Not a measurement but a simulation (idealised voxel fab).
process module | voxel ribs on slabs
cross-section cut | 285 nm wide | cells 5 nm
A cross-section is a grid of square cells, given in bands from the top down. A band is one or more rows of cells.
Each band's line starts with the height of the band's top and of its bottom, in nm. Then come its materials from left to right, each with its width in nm. One material with "throughout" fills the band from edge to edge. "air" is empty space.
Height 0 is the level under which the wafer as received is all one material. The lowest band goes on downwards, as in "0 down".
A width such as "30 to 40" changes by the same amount from each row of cells to the next, from the band's top row to its bottom row.
"no change" after a step means that no cell of the cross-section changed.
closed voids: empty space of 8 cells or more with no open way to the top, each as width x height at its distance from the left edge, in nm
after a step's settings: what the simulator itself notes on the step
overlay nm, on a step with a mask: how far to the right of its planned place the mask lay; to the left if negative
plan
1 op RECEIVE | material Si
2 op DIRECTIONAL_DEP | material SiO2 | thk nm 25
3 op DIRECTIONAL_DEP | material SiN | thk nm 20
4 op DIRECTIONAL_DEP | material aC | thk nm 10
5 op PATTERN | tone cover | mask id RIB | material resist | width nm 25 | thk nm 25 | overlay nm 0
6 op DIRECTIONAL_ETCH | etch materials aC | depth nm 10
7 op STRIP | etch materials resist
8 op DIRECTIONAL_ETCH | etch materials SiN | depth nm 5
9 op STRIP | etch materials aC
10 op DIRECTIONAL_DEP | material aC | thk nm 10
11 op PATTERN | tone cover | mask id SLAB | material resist | width nm 55 | thk nm 30 | overlay nm 0
12 op DIRECTIONAL_ETCH | etch materials aC | depth nm 10
13 op STRIP | etch materials resist
14 op DIRECTIONAL_ETCH | etch materials SiN | depth nm 15
15 op STRIP | etch materials aC
16 op FILL_DEP | material SiO2 | thk nm 15
17 op CMP | height nm 55
18 op DIRECTIONAL_DEP | material W | thk nm 5
19 op PATTERN | tone cover | mask id HEATER | material resist | width nm 35 | thk nm 20 | overlay nm 0
20 op DIRECTIONAL_ETCH | etch materials W | depth nm 5
21 op STRIP | etch materials resist
22 op CONFORMAL_DEP | material SiO2 | thk nm 5
as received, after step 1
  0 down: Si throughout
  closed voids: none
first wafer at the end, as planned
  65 to 60: air 120 | SiO2 45 | air 120
  60 to 55: SiO2 125 | W 35 | SiO2 125
  55 to 45: SiO2 throughout
  45 to 40: SiO2 130 | SiN 25 | SiO2 130
  40 to 25: SiO2 115 | SiN 55 | SiO2 115
  25 to 0: SiO2 throughout
  0 down: Si throughout
  closed voids: none
second wafer at the end: like start, like plan, one mistake
  65 to 60: air 120 | SiO2 45 | air 120
  60 to 55: SiO2 125 | W 35 | SiO2 125
  55 to 45: SiO2 115 | SiN 55 | SiO2 115
  45 to 25: SiN throughout
  25 to 0: SiO2 throughout
  0 down: Si throughout
  closed voids: none
what went wrong: step 3 was run twice
at the end the second wafer has, in cells: 212 more of SiN | 212 fewer of SiO2
